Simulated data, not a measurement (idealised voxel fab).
Name of the process module below: voxel self aligned vias
Xsec cut, 275 nm wide, square cell size 5 nm.
This document writes a cross-section as a grid whose cells are square, and gives it as bands, listed from the top down; one or more rows of cells form a band.
Quick guide to a band line: top height, bottom height (nm) up front; then every material left to right with its width in nm. Only one material and it's marked "throughout"? Then it fills the band edge to edge. And "blank" just means empty space.
We count height from 0. Below that, the starting wafer is all one material. The lowest band never ends at the bottom but goes on down; see "0 nm and below" for how that is written.
The two numbers in a width such as "30 to 40" mark its ends across the band: the first belongs to the top row of cells, the second to the bottom row, and from each row to the next the width moves by the same amount.
You'll sometimes find "no modification" written for a step, and that's the way of saying that nowhere in the cross-section did a cell change during that step.
Enclosed voids (no open way to top), threshold 8 cells or more, entry "Enclosed void listing", notation width x height at distance, distance from left edge, nm.
On a step's line, text after the settings is the simulator commenting on that step.
"overlay nm" denotes, for a step that has a mask, the displacement of the mask to the right of its planned place, with negative values corresponding to the left.

PLANNED STEP LIST FOR THE PROCESS
1: RECEIVE: material Si
2: CONFORMAL_DEP: material SiO2, thk nm 15
3: CONFORMAL_DEP: material SiCN, thk nm 5
4: DIRECTIONAL_DEP: material lowk, thk nm 30
5: DIRECTIONAL_DEP: material aC, thk nm 10
6: PATTERN: tone open, mask id LINES, material resist, width nm 25, pitch nm 75, thk nm 30, overlay nm 0
7: DIRECTIONAL_ETCH: etch materials aC, depth nm 10
8: STRIP: etch materials resist
9: DIRECTIONAL_ETCH: etch materials lowk, depth nm 30
10: STRIP: etch materials aC
11: CONFORMAL_DEP: material TiN, thk nm 5
12: FILL_DEP: material Ru, thk nm 10
13: CMP: height nm 50
14: SELECTIVE_ETCH: etch materials W Ru TiN, depth nm 10
15: FILL_DEP: material SiN, thk nm 5
16: CMP: height nm 50
17: DIRECTIONAL_DEP: material lowk, thk nm 20
18: MASKED_ETCH: tone open, mask id VIAS, width nm 45, pitch nm 75, etch materials lowk, depth nm 20, overlay nm 0
19: MASKED_ETCH: tone open, mask id VIAS, width nm 45, pitch nm 75, etch materials SiN, depth nm 10, overlay nm 0
20: CONFORMAL_DEP: material TiN, thk nm 5
21: FILL_DEP: material W, thk nm 5
22: CMP: height nm 70
23: CONFORMAL_DEP: material SiCN, thk nm 5

CROSS-SECTION OF THE INCOMING WAFER, STATE AFTER STEP 1
  0 nm and below: Si throughout
  Enclosed void listing: none

WHAT THE WAFER LOOKS LIKE IN CROSS-SECTION AFTER THIS MODULE, WHEN IT STARTS AS SHOWN ABOVE AND FOLLOWS THE PLAN ABOVE BUT ONE MISTAKE IS MADE IN RUNNING IT
  75 nm to 70 nm: SiCN throughout
  70 nm to 55 nm: 40 of lowk, then 5 of TiN, then 35 of W, then 5 of TiN, then 30 of lowk, then 5 of TiN, then 35 of W, then 5 of TiN, then 30 of lowk, then 5 of TiN, then 35 of W, then 5 of TiN, then 40 of lowk
  55 nm to 50 nm: 40 of lowk, then 45 of TiN, then 30 of lowk, then 45 of TiN, then 30 of lowk, then 45 of TiN, then 40 of lowk
  50 nm to 40 nm: 40 of SiN, then 10 of TiN, then 25 of lowk, then 10 of TiN, then 30 of SiN, then 10 of TiN, then 25 of lowk, then 10 of TiN, then 30 of SiN, then 10 of TiN, then 25 of lowk, then 10 of TiN, then 40 of SiN
  40 nm to 25 nm: 45 of Ru, then 5 of TiN, then 25 of lowk, then 5 of TiN, then 40 of Ru, then 5 of TiN, then 25 of lowk, then 5 of TiN, then 40 of Ru, then 5 of TiN, then 25 of lowk, then 5 of TiN, then 45 of Ru
  25 nm to 20 nm: 50 of TiN, then 25 of lowk, then 50 of TiN, then 25 of lowk, then 50 of TiN, then 25 of lowk, then 50 of TiN
  20 nm to 15 nm: SiCN throughout
  15 nm to 0 nm: SiO2 throughout
  0 nm and below: Si throughout
  Enclosed void listing: none
Here's what went sideways: step 6 was run on a setting that differed from the plan, and what really ran there is PATTERN: tone cover, mask id LINES, material resist, width nm 25, pitch nm 75, thk nm 30, overlay nm 0
